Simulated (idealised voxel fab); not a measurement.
Documented hereafter: the process module known as voxel released beams.
Shown is cross-section cut, with a width of 285 nm and square cells of size 5 nm.
Cross-section format: a grid of square cells, given as bands from top to bottom; each band is one or more rows of cells.
Top, bottom (nm), then materials left to right with widths (nm); lone material tagged "throughout" fills the whole band edge to edge; "empty" = empty space.
Convention: height 0 is the level below which the wafer, as received, is all one material. The lowest band does not terminate at the bottom but continues downward, represented as "0 down".
The width entry "30 to 40" should be interpreted row by row: the top row of cells in the band takes the first number, the bottom row takes the second number, and the change between adjacent rows is uniform throughout.
A step reported as "nothing different" is a step in which no cell of the cross-section changed.
Reported under the label "Sealed-off cavities" are the empty spaces having no open way to the top and comprising 8 cells or more; the notation for each is width x height at distance, in which the distance is measured from the left edge and all three values are in nm.
Where a step's line continues beyond its settings, the continuation is a remark by the simulator itself on that step.
A step line may carry the setting "overlay nm", which, for steps involving a mask, states the distance by which the mask lay to the right of its intended position; negative values denote displacement to the left.

Process steps - plan:
step 1: RECEIVE (material Si)
step 2: CONFORMAL_DEP (material SiN; thk nm 10)
step 3: DIRECTIONAL_DEP (material SiO2; thk nm 10)
step 4: MASKED_ETCH (tone open; mask id ANCHOR; width nm 30; etch materials SiO2; depth nm 10; overlay nm 0)
step 5: CONFORMAL_DEP (material polySi; thk nm 10)
step 6: DIRECTIONAL_DEP (material aC; thk nm 15)
step 7: PATTERN (tone cover; mask id BEAM; material resist; width nm 110; thk nm 30; overlay nm 0)
step 8: DIRECTIONAL_ETCH (etch materials aC; depth nm 15)
step 9: STRIP (etch materials resist)
step 10: DIRECTIONAL_ETCH (etch materials polySi; depth nm 10)
step 11: STRIP (etch materials aC)
step 12: STRIP (etch materials SiO2)

Here's what the wafer looked like in cross-section when it arrived - that's after step 1:
* 0 down  Si throughout
* Sealed-off cavities: none

Same starting wafer, same plan as above, one mistake in the execution; this is the cross-section at the end of the module:
* 20 to 10  85 of empty; 110 of polySi; 90 of empty
* 10 to 0  SiN throughout
* 0 down  Si throughout
* Sealed-off cavities: none
What went wrong in running the wafer? execution of step 3 of the plan did not take place, the step having been omitted
